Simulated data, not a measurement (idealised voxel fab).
The following is a process module called voxel ribs on slabs.
The cross-section shown here is cut; it is 140 nm wide and divided into square cells measuring 5 nm on a side.
Square cells in a grid make up a cross-section in this document, and the grid is given as bands, listed from the top down, each one or more rows of cells.
First you get the band's top height and its bottom height, in nm, and then the materials it's made of, left to right, with each width in nm. If you see a single material with "full width", that one covers the band edge to edge. "air" is empty space.
Height is counted from the level 0, under which the received wafer is composed throughout of one material. The lowest of the bands is not closed at the bottom but continues downward, in the notation "top 0, no bottom".
The notation "30->40" denotes a width that varies across the rows of cells in the band, beginning at the first number in the top row, finishing at the second number in the bottom row, and changing by an identical amount from each row to the next.
Step marked "no modifications"? Then no cell in the cross-section changed in it.
The label "Closed void register" introduces a list of the empty spaces, 8 cells or larger, that have no open way up to the top; each entry in it reads width x height at distance, where the distance is taken from the left edge and all three are stated in nm.
What comes after the settings on a step's line is commentary from the simulator itself on that step.
The optional step-line setting "overlay nm" applies to steps with a mask and quantifies how far to the right of its planned location the mask lay, a negative value indicating leftward placement.
Planned process steps:
- 1: RECEIVE,material Si
- 2: DIRECTIONAL_DEP,material SiO2,thk nm 30
- 3: DIRECTIONAL_DEP,material SiN,thk nm 20
- 4: MASKED_ETCH,tone cover,mask id RIB,width nm 20,etch materials SiN,depth nm 5,overlay nm 0
- 5: PATTERN,tone cover,mask id SLAB,material resist,width nm 50,thk nm 15,overlay nm 0
- 6: DIRECTIONAL_ETCH,etch materials SiN,depth nm 15
- 7: STRIP,etch materials resist
- 8: FILL_DEP,material SiO2,thk nm 25
- 9: CMP,height nm 65
- 10: DIRECTIONAL_DEP,material W,thk nm 10
- 11: DIRECTIONAL_DEP,material aC,thk nm 15
- 12: PATTERN,tone cover,mask id HEATER,material resist,width nm 30,thk nm 35,overlay nm 0
- 13: DIRECTIONAL_ETCH,etch materials aC,depth nm 15
- 14: STRIP,etch materials resist
- 15: DIRECTIONAL_ETCH,etch materials W,depth nm 10
- 16: STRIP,etch materials aC
- 17: CONFORMAL_DEP,material SiN,thk nm 5
So this is the incoming wafer in cross-section - it's already been through step 1:
> top 0, no bottom  Si full width
> Closed void register: none
Starting structure and process plan are as shown above, but one mistake was made in running the module; the wafer cross-section at the end of the module follows:
> top 75, bottom 65  air (55)  W (30)  air (55)
> top 65, bottom 50  SiO2 full width
> top 50, bottom 45  SiO2 (60)  SiN (20)  SiO2 (60)
> top 45, bottom 30  SiO2 (45)  SiN (50)  SiO2 (45)
> top 30, bottom 0  SiO2 full width
> top 0, no bottom  Si full width
> Closed void register: none
It is concluded that the wafer was processed incorrectly with respect to the plan, in that step 17 was left out
